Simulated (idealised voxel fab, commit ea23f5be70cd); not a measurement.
Process module in this document: voxel wiring stack
This is section cut - it's 165 nm across, gridded in 5 nm square cells.
When this document writes out a cross-section, it uses a grid of square cells and lists it as bands, beginning at the top and moving down, with a band standing for one or more rows of cells.
The entry gives the band's vertical extent as a top height and a bottom height in nm, then its horizontal make-up as materials from left to right, each with a width in nm. "air" stands for empty space; a single material marked "all across" fills the band edge to edge.
Where do heights start? At 0: under that level the wafer as delivered is made of one material only. And the lowest band has no floor; it just carries on downward, as in "0..down".
Read "30 to 40" as a graded width: first number on top, second number at the bottom, same change between each pair of neighbouring rows.
Reading "no modification" for a step: not a cell of the cross-section changed in it.
Closed empty spaces (no open way to the top) of 8 cells or more are what "Sealed void listing" lists, each as width x height at distance from the left edge, nm for all three.
Where a step's line continues beyond its settings, the continuation is a remark by the simulator itself on that step.
The setting "overlay nm" may be written on the line of a step. When the step uses a mask, the value reports how far to the right of the planned place the mask lay, and a negative value reports that it lay to the left.

Process steps (planned):
1,RECEIVE,material Si
2,CONFORMAL_DEP,material SiO2,thk nm 10
3,CONFORMAL_DEP,material SiCN,thk nm 5
4,DIRECTIONAL_DEP,material lowk,thk nm 25
5,MASKED_ETCH,tone open,mask id METAL_1,width nm 30,pitch nm 45,etch materials lowk,depth nm 25,overlay nm 0
6,MASKED_ETCH,tone open,mask id METAL_1,width nm 30,pitch nm 45,etch materials SiCN,depth nm 5,overlay nm 0
7,CONFORMAL_DEP,material TiN,thk nm 5
8,FILL_DEP,material Cu,thk nm 5
9,CMP,height nm 40
10,EPI,material Ru,thk nm 5
11,FILL_DEP,material SiCN,thk nm 5
12,DIRECTIONAL_DEP,material SiO2,thk nm 30
13,MASKED_ETCH,tone open,mask id METAL_2_HOLES,width nm 15,pitch nm 45,etch materials SiO2,depth nm 30,overlay nm 0
14,PATTERN,tone open,mask id METAL_2,material resist,width nm 30,pitch nm 45,thk nm 20,overlay nm 0
15,DIRECTIONAL_ETCH,etch materials SiO2,depth nm 20
16,DIRECTIONAL_ETCH,etch materials SiCN,depth nm 5
17,STRIP,etch materials resist
18,CONFORMAL_DEP,material TiN,thk nm 5
19,FILL_DEP,material Cu,thk nm 10
20,CMP,height nm 80
21,CONFORMAL_DEP,material SiCN,thk nm 5
22,DIRECTIONAL_DEP,material lowk,thk nm 20
23,PATTERN,tone open,mask id PLUG_2,material resist,width nm 15,thk nm 15,overlay nm 0
24,DIRECTIONAL_ETCH,etch materials lowk,depth nm 20
25,DIRECTIONAL_ETCH,etch materials SiCN,depth nm 5
26,STRIP,etch materials resist
27,CONFORMAL_DEP,material TiN,thk nm 5
28,FILL_DEP,material Cu,thk nm 10
29,CMP,height nm 105
30,CONFORMAL_DEP,material SiCN,thk nm 5
31,DIRECTIONAL_DEP,material SiO2,thk nm 25
32,MASKED_ETCH,tone open,mask id METAL_3,width nm 30,pitch nm 45,etch materials SiO2,depth nm 25,overlay nm 0
33,MASKED_ETCH,tone open,mask id METAL_3,width nm 30,pitch nm 45,etch materials SiCN,depth nm 5,overlay nm 0
34,CONFORMAL_DEP,material TiN,thk nm 5
35,FILL_DEP,material Ru,thk nm 5
36,CMP,height nm 135
37,CONFORMAL_DEP,material SiCN,thk nm 5
38,DIRECTIONAL_DEP,material lowk,thk nm 10
39,MASKED_ETCH,tone open,mask id PLUG_3,width nm 15,etch materials lowk,depth nm 10,overlay nm 0
40,MASKED_ETCH,tone open,mask id PLUG_3,width nm 15,etch materials SiCN,depth nm 5,overlay nm 0
41,CONFORMAL_DEP,material TiN,thk nm 5
42,FILL_DEP,material W,thk nm 10
43,CMP,height nm 150
44,CONFORMAL_DEP,material SiN,thk nm 5
45,DIRECTIONAL_DEP,material SiO2,thk nm 20
46,MASKED_ETCH,tone open,mask id METAL_4,width nm 30,pitch nm 45,etch materials SiO2,depth nm 20,overlay nm 0
47,MASKED_ETCH,tone open,mask id METAL_4,width nm 30,pitch nm 45,etch materials SiN,depth nm 5,overlay nm 0
48,CONFORMAL_DEP,material TiN,thk nm 5
49,FILL_DEP,material Cu,thk nm 10
50,CMP,height nm 175
51,EPI,material Ru,thk nm 5
52,FILL_DEP,material SiCN,thk nm 5

Incoming wafer in cross-section (state: after step 1):
  0..down: Si all across
  Sealed void listing: none

First of two wafers: cross-section at end of module, run per plan:
  185..180: SiCN all across
  180..175: SiCN: 40 / Ru: 40 / SiCN: 5 / Ru: 40 / SiCN: 40
  175..155: SiO2: 45 / TiN: 5 / Cu: 20 / TiN: 5 / SiO2: 15 / TiN: 5 / Cu: 20 / TiN: 5 / SiO2: 45
  155..150: SiN: 45 / TiN: 30 / SiN: 15 / TiN: 30 / SiN: 45
  150..140: lowk: 45 / TiN: 5 / W: 5 / TiN: 5 / lowk: 105
  140..135: SiCN: 45 / TiN: 15 / SiCN: 105
  135..110: SiO2: 45 / TiN: 5 / Ru: 20 / TiN: 5 / SiO2: 15 / TiN: 5 / Ru: 20 / TiN: 5 / SiO2: 45
  110..105: SiCN: 45 / TiN: 30 / SiCN: 15 / TiN: 30 / SiCN: 45
  105..85: lowk: 45 / TiN: 5 / Cu: 5 / TiN: 5 / lowk: 105
  85..80: SiCN: 45 / TiN: 15 / SiCN: 105
  80..65: SiO2: 45 / TiN: 5 / Cu: 20 / TiN: 5 / SiO2: 15 / TiN: 5 / Cu: 20 / TiN: 5 / SiO2: 45
  65..60: SiO2: 45 / TiN: 5 / Cu: 5 / TiN: 20 / SiO2: 15 / TiN: 5 / Cu: 5 / TiN: 20 / SiO2: 45
  60..50: SiO2: 45 / TiN: 5 / Cu: 5 / TiN: 5 / SiO2: 30 / TiN: 5 / Cu: 5 / TiN: 5 / SiO2: 60
  50..45: SiCN: 45 / TiN: 15 / SiCN: 30 / TiN: 15 / SiCN: 60
  45..40: SiCN: 40 / Ru: 40 / SiCN: 5 / Ru: 40 / SiCN: 40
  40..15: lowk: 45 / TiN: 5 / Cu: 20 / TiN: 5 / lowk: 15 / TiN: 5 / Cu: 20 / TiN: 5 / lowk: 45
  15..10: SiCN: 45 / TiN: 30 / SiCN: 15 / TiN: 30 / SiCN: 45
  10..0: SiO2 all across
  0..down: Si all across
  Sealed void listing: none

Cross-sectional view: second of two wafers, end of module; start and plan identical to the first, one mistake in running:
  175..170: SiCN all across
  170..165: SiCN: 40 / Ru: 40 / SiCN: 5 / Ru: 40 / SiCN: 40
  165..155: SiO2: 45 / TiN: 5 / Cu: 20 / TiN: 5 / SiO2: 15 / TiN: 5 / Cu: 20 / TiN: 5 / SiO2: 45
  155..150: SiN: 45 / TiN: 30 / SiN: 15 / TiN: 30 / SiN: 45
  150..140: lowk: 45 / TiN: 5 / W: 5 / TiN: 5 / lowk: 105
  140..135: SiCN: 45 / TiN: 15 / SiCN: 105
  135..110: SiO2: 45 / TiN: 5 / Ru: 20 / TiN: 5 / SiO2: 15 / TiN: 5 / Ru: 20 / TiN: 5 / SiO2: 45
  110..105: SiCN: 45 / TiN: 30 / SiCN: 15 / TiN: 30 / SiCN: 45
  105..85: lowk: 45 / TiN: 5 / Cu: 5 / TiN: 5 / lowk: 105
  85..80: SiCN: 45 / TiN: 15 / SiCN: 105
  80..65: SiO2: 45 / TiN: 5 / Cu: 20 / TiN: 5 / SiO2: 15 / TiN: 5 / Cu: 20 / TiN: 5 / SiO2: 45
  65..60: SiO2: 45 / TiN: 5 / Cu: 5 / TiN: 20 / SiO2: 15 / TiN: 5 / Cu: 5 / TiN: 20 / SiO2: 45
  60..50: SiO2: 45 / TiN: 5 / Cu: 5 / TiN: 5 / SiO2: 30 / TiN: 5 / Cu: 5 / TiN: 5 / SiO2: 60
  50..45: SiCN: 45 / TiN: 15 / SiCN: 30 / TiN: 15 / SiCN: 60
  45..40: SiCN: 40 / Ru: 40 / SiCN: 5 / Ru: 40 / SiCN: 40
  40..15: lowk: 45 / TiN: 5 / Cu: 20 / TiN: 5 / lowk: 15 / TiN: 5 / Cu: 20 / TiN: 5 / lowk: 45
  15..10: SiCN: 45 / TiN: 30 / SiCN: 15 / TiN: 30 / SiCN: 45
  10..0: SiO2 all across
  0..down: Si all across
  Sealed void listing: none
Here's what went sideways: step 50 deviated from plan and actually ran as CMP,height nm 165
The second wafer ends with more or fewer cells of some materials than the first, per final count: -16 Cu, -42 SiO2, -8 TiN
